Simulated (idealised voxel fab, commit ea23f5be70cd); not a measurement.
The following process module bears the name voxel air gaps.
FYI the section here is cut, 220 nm wide, cells are 5 nm squares.
Cross-sections here: square-cell grids, written as top-down lists of bands, a band being one or more rows of cells.
For a band, the entry starts with two heights in nm, that of the top and then that of the bottom, and carries on with the band's materials in order from left to right, each alongside its width in nm; the word "full width" beside a single material means it fills the band edge to edge, and "blank" means empty space.
Where do heights start? At 0: under that level the wafer as delivered is made of one material only. And the lowest band has no floor; it just carries on downward, as in "z 0 and below".
Read "30->40" as a graded width: first number on top, second number at the bottom, same change between each pair of neighbouring rows.
When a step is marked "left unchanged", none of the cells in the cross-section changed during that step.
Any empty space of 8 cells or more lacking an open way to the top shows up in "Closed void entries" as width x height at distance, distance from the left edge, in nm.
Heads up: the bit after the settings on a step's line is the simulator's remark on that step.
Steps that use a mask can have "overlay nm" on their line. It says how far the mask sat to the right of where it was meant to be. Negative means to the left.
## Intended process steps
step 1: RECEIVE, material Si
step 2: CONFORMAL_DEP, material SiO2, thk nm 10
step 3: CONFORMAL_DEP, material SiN, thk nm 5
step 4: DIRECTIONAL_DEP, material SiO2, thk nm 40
step 5: MASKED_ETCH, tone open, mask id LINES, width nm 15, pitch nm 40, etch materials SiO2, depth nm 40, overlay nm 0
step 6: CONFORMAL_DEP, material TiN, thk nm 5
step 7: FILL_DEP, material Ru, thk nm 5
step 8: CMP, height nm 55
step 9: EPI, material Ru, thk nm 10
step 10: SELECTIVE_ETCH, etch materials SiO2, depth nm 50
step 11: CONFORMAL_DEP, material SiCN, thk nm 5
## Wafer at receipt (post step 1), cross-section
> z 0 and below  Si full width
> Closed void entries: none
## Cross-section, end of module. Start: as above. Plan: as above. Execution: one mistake
> z 70 to 65  SiCN full width
> z 65 to 15  Ru full width
> z 15 to 10  SiN full width
> z 10 to 0  SiO2 full width
> z 0 and below  Si full width
> Closed void entries: none
Want to know what went wrong? step 4: run off-plan, actual operation and settings DIRECTIONAL_DEP, material Ru, thk nm 40
